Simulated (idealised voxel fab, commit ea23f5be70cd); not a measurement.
Module name: voxel air gaps (process module)
FYI the section here is cut, 225 nm wide, cells are 5 nm squares.
Cross-sections here: square-cell grids, written as top-down lists of bands, a band being one or more rows of cells.
The band entry comprises the height of the band's top followed by the height of its bottom, expressed in nm, and subsequently the band's materials from left to right, each stated together with its width in nm. Where a single material is marked with the word "edge to edge", that material fills the band from edge to edge. The word "empty" represents empty space.
Counting heights begins at 0, where everything beneath is, in the wafer as received, one material. The lowest band has no bottom; it goes on downwards, as "z 0 and below" shows.
The two numbers in a width such as "30 to 40" mark its ends across the band: the first belongs to the top row of cells, the second to the bottom row, and from each row to the next the width moves by the same amount.
"no modifications" (step): cross-section cells unchanged, all of them.
Tabulated closed voids: empty space of 8 cells or more with no open way to the top, each as width x height at its distance from the left edge, in nm
Whatever follows a step's settings on its line is a remark the simulator itself makes about that step.
For masked steps, "overlay nm" on the step line gives how far right of plan the mask actually lay; a minus sign means it lay to the left.
Steps in the process plan
1. op RECEIVE | material Si
2. op CONFORMAL_DEP | material SiO2 | thk nm 15
3. op CONFORMAL_DEP | material SiN | thk nm 5
4. op DIRECTIONAL_DEP | material lowk | thk nm 30
5. op DIRECTIONAL_DEP | material aC | thk nm 10
6. op PATTERN | tone open | mask id LINES | material resist | width nm 15 | pitch nm 40 | thk nm 25 | overlay nm 0
7. op DIRECTIONAL_ETCH | etch materials aC | depth nm 10
8. op STRIP | etch materials resist
9. op DIRECTIONAL_ETCH | etch materials lowk | depth nm 30
10. op STRIP | etch materials aC
11. op CONFORMAL_DEP | material TiN | thk nm 5
12. op FILL_DEP | material W | thk nm 10
13. op CMP | height nm 50
14. op EPI | material Ru | thk nm 10
15. op SELECTIVE_ETCH | etch materials lowk | depth nm 40
16. op CONFORMAL_DEP | material SiCN | thk nm 5
This is the cross-section of the wafer as we received it, i.e. after step 1
* z 0 and below  Si edge to edge
* Tabulated closed voids: none
Figure: cross-sectional view of the wafer upon completion of the module, processed from the initial state and according to the plan depicted above, with one error introduced during execution
* z 60 to 55  35 nm empty | 35 nm SiCN | 5 nm empty | 35 nm SiCN | 5 nm empty | 35 nm SiCN | 5 nm empty | 35 nm SiCN | 35 nm empty
* z 55 to 50  35 nm empty | 5 nm SiCN | 25 nm Ru | 5 nm SiCN | 5 nm empty | 5 nm SiCN | 25 nm Ru | 5 nm SiCN | 5 nm empty | 5 nm SiCN | 25 nm Ru | 5 nm SiCN | 5 nm empty | 5 nm SiCN | 25 nm Ru | 5 nm SiCN | 35 nm empty
* z 50 to 45  35 nm empty | 10 nm SiCN | 5 nm TiN | 5 nm W | 5 nm TiN | 10 nm SiCN | 5 nm empty | 10 nm SiCN | 5 nm TiN | 5 nm W | 5 nm TiN | 10 nm SiCN | 5 nm empty | 10 nm SiCN | 5 nm TiN | 5 nm W | 5 nm TiN | 10 nm SiCN | 5 nm empty | 10 nm SiCN | 5 nm TiN | 5 nm W | 5 nm TiN | 10 nm SiCN | 35 nm empty
* z 45 to 25  40 nm empty | 5 nm SiCN | 5 nm TiN | 5 nm W | 5 nm TiN | 5 nm SiCN | 15 nm empty | 5 nm SiCN | 5 nm TiN | 5 nm W | 5 nm TiN | 5 nm SiCN | 15 nm empty | 5 nm SiCN | 5 nm TiN | 5 nm W | 5 nm TiN | 5 nm SiCN | 15 nm empty | 5 nm SiCN | 5 nm TiN | 5 nm W | 5 nm TiN | 5 nm SiCN | 40 nm empty
* z 25 to 20  45 nm SiCN | 15 nm TiN | 25 nm SiCN | 15 nm TiN | 25 nm SiCN | 15 nm TiN | 25 nm SiCN | 15 nm TiN | 45 nm SiCN
* z 20 to 15  SiN edge to edge
* z 15 to 0  SiO2 edge to edge
* z 0 and below  Si edge to edge
* Tabulated closed voids: none
Finding, execution versus plan: step 14, actual vs plan mismatch, actual run op EPI | material Ru | thk nm 5
